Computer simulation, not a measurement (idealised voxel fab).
This section sets out a process module, namely voxel capacitor over wiring.
This is section cut - it's 270 nm across, gridded in 5 nm square cells.
How to read a cross-section here: the picture is a grid of square cells, written as bands going from the top down, and any band can span one or more rows of cells.
The band entry comprises the height of the band's top followed by the height of its bottom, expressed in nm, and subsequently the band's materials from left to right, each stated together with its width in nm. Where a single material is marked with the word "full width", that material fills the band from edge to edge. The word "blank" represents empty space.
Zero point of the height axis is 0; under it, received wafer = one material. Lowest band: continues down indefinitely, "0 nm and below".
When a width is written as two numbers, as in "30->40", the first number is the width in the top row of cells of the band and the second is the width in its bottom row, and the width changes by the same amount from each row to the next.
It should be understood that the words "stayed the same", when stated for a given step, signify that the cross-section underwent no change in any of its cells during that step.
Each empty space that has no open way to the top and spans at least 8 cells appears under "Closed internal cavities" as width x height at distance, the distance counted from the left edge, all in nm.
Anything after a step's settings on that line? It's the simulator's own note about the step.
overlay nm: how far to the right of its planned place the mask lay on this masked step (negative: to the left).
Intended process steps:
1 RECEIVE,material Si
2 CONFORMAL_DEP,material SiO2,thk nm 15
3 CONFORMAL_DEP,material SiCN,thk nm 5
4 DIRECTIONAL_DEP,material SiO2,thk nm 20
5 PATTERN,tone open,mask id METAL_1,material resist,width nm 30,pitch nm 80,thk nm 20,overlay nm 0
6 DIRECTIONAL_ETCH,etch materials SiO2,depth nm 20
7 DIRECTIONAL_ETCH,etch materials SiCN,depth nm 5
8 STRIP,etch materials resist
9 CONFORMAL_DEP,material TiN,thk nm 5
10 FILL_DEP,material Cu,thk nm 5
11 CMP,height nm 40
12 EPI,material Ru,thk nm 5
13 FILL_DEP,material SiCN,thk nm 5
14 DIRECTIONAL_DEP,material lowk,thk nm 20
15 PATTERN,tone open,mask id PLUG_1,material resist,width nm 15,thk nm 15,overlay nm 0
16 DIRECTIONAL_ETCH,etch materials lowk,depth nm 20
17 DIRECTIONAL_ETCH,etch materials SiCN,depth nm 5
18 STRIP,etch materials resist
19 EPI,material Ru,thk nm 10
20 EPI,material Ru,thk nm 10
21 EPI,material Ru,thk nm 5
22 DIRECTIONAL_DEP,material TiN,thk nm 5
23 DIRECTIONAL_DEP,material Al2O3,thk nm 5
24 DIRECTIONAL_DEP,material TiN,thk nm 10
25 DIRECTIONAL_DEP,material aC,thk nm 15
26 PATTERN,tone cover,mask id UPPER_PLATE,material resist,width nm 55,thk nm 35,overlay nm -15
27 DIRECTIONAL_ETCH,etch materials aC,depth nm 15
28 STRIP,etch materials resist
29 DIRECTIONAL_ETCH,etch materials TiN,depth nm 10
30 DIRECTIONAL_ETCH,etch materials Al2O3,depth nm 5
31 STRIP,etch materials aC
32 MASKED_ETCH,tone cover,mask id LOWER_PLATE,width nm 65,etch materials TiN,depth nm 5,overlay nm 0
33 FILL_DEP,material SiO2,thk nm 20
34 CMP,height nm 105
35 PATTERN,tone open,mask id PLUG_2,material resist,width nm 15,thk nm 15,overlay nm 0
36 DIRECTIONAL_ETCH,etch materials SiO2,depth nm 15
37 STRIP,etch materials resist
38 CONFORMAL_DEP,material TiN,thk nm 5
39 FILL_DEP,material W,thk nm 10
40 CMP,height nm 105
41 CONFORMAL_DEP,material SiN,thk nm 5
For this document, wafers share an identical start and vary in the step 26 overlay nm; the plan quotes the first wafer's value.
The first of several wafers as received, shown in cross-section; this is its state after step 1:
0 nm and below: Si full width
Closed internal cavities: none
Quick look at the cross-section of the first of several wafers after step 41, which wraps up the module:
110 nm to 105 nm: SiN full width
105 nm to 95 nm: SiO2 (105), TiN (5), W (5), TiN (5), SiO2 (150)
95 nm to 85 nm: SiO2 (105->90), TiN (15->45), SiO2 (150->135)
85 nm to 80 nm: SiO2 (80), TiN (55), SiO2 (135)
80 nm to 75 nm: SiO2 (80), Al2O3 (55), SiO2 (135)
75 nm to 70 nm: SiO2 (80), TiN (75), SiO2 (115)
70 nm to 50 nm: lowk (95), Ru (15), lowk (160)
50 nm to 45 nm: SiCN (95), Ru (15), SiCN (160)
45 nm to 40 nm: SiCN (75), Ru (40), SiCN (40), Ru (40), SiCN (75)
40 nm to 20 nm: SiO2 (80), TiN (5), Cu (20), TiN (5), SiO2 (50), TiN (5), Cu (20), TiN (5), SiO2 (80)
20 nm to 15 nm: SiCN (80), TiN (30), SiCN (50), TiN (30), SiCN (80)
15 nm to 0 nm: SiO2 full width
0 nm and below: Si full width
Closed internal cavities: none
At the end of the module, the last of several wafers in cross-section:
110 nm to 105 nm: SiN full width
105 nm to 95 nm: SiO2 (105), TiN (5), W (5), TiN (5), SiO2 (150)
95 nm to 85 nm: SiO2 (105->110), TiN (15->45), SiO2 (150->115)
85 nm to 80 nm: SiO2 (110), TiN (55), SiO2 (105)
80 nm to 75 nm: SiO2 (110), Al2O3 (55), SiO2 (105)
75 nm to 70 nm: SiO2 (90), TiN (75), SiO2 (105)
70 nm to 50 nm: lowk (95), Ru (15), lowk (160)
50 nm to 45 nm: SiCN (95), Ru (15), SiCN (160)
45 nm to 40 nm: SiCN (75), Ru (40), SiCN (40), Ru (40), SiCN (75)
40 nm to 20 nm: SiO2 (80), TiN (5), Cu (20), TiN (5), SiO2 (50), TiN (5), Cu (20), TiN (5), SiO2 (80)
20 nm to 15 nm: SiCN (80), TiN (30), SiCN (50), TiN (30), SiCN (80)
15 nm to 0 nm: SiO2 full width
0 nm and below: Si full width
Closed internal cavities: none
Wafer rows, end of module: cells per material gained (+) or lost (-) since receipt; closed voids last:
overlay nm -15; +11 Al2O3; +32 Cu; +31 Ru; +131 SiCN; +54 SiN; +653 SiO2; +70 TiN; +2 W; +204 lowk; Closed internal cavities: none
overlay nm -10; +11 Al2O3; +32 Cu; +31 Ru; +131 SiCN; +54 SiN; +653 SiO2; +70 TiN; +2 W; +204 lowk; Closed internal cavities: none
overlay nm -5; +11 Al2O3; +32 Cu; +31 Ru; +131 SiCN; +54 SiN; +653 SiO2; +70 TiN; +2 W; +204 lowk; Closed internal cavities: none
overlay nm 0; +11 Al2O3; +32 Cu; +31 Ru; +131 SiCN; +54 SiN; +653 SiO2; +70 TiN; +2 W; +204 lowk; Closed internal cavities: none
overlay nm 5; +11 Al2O3; +32 Cu; +31 Ru; +131 SiCN; +54 SiN; +653 SiO2; +70 TiN; +2 W; +204 lowk; Closed internal cavities: none
overlay nm 10; +11 Al2O3; +32 Cu; +31 Ru; +131 SiCN; +54 SiN; +653 SiO2; +70 TiN; +2 W; +204 lowk; Closed internal cavities: none
overlay nm 15; +11 Al2O3; +32 Cu; +31 Ru; +131 SiCN; +54 SiN; +653 SiO2; +70 TiN; +2 W; +204 lowk; Closed internal cavities: none
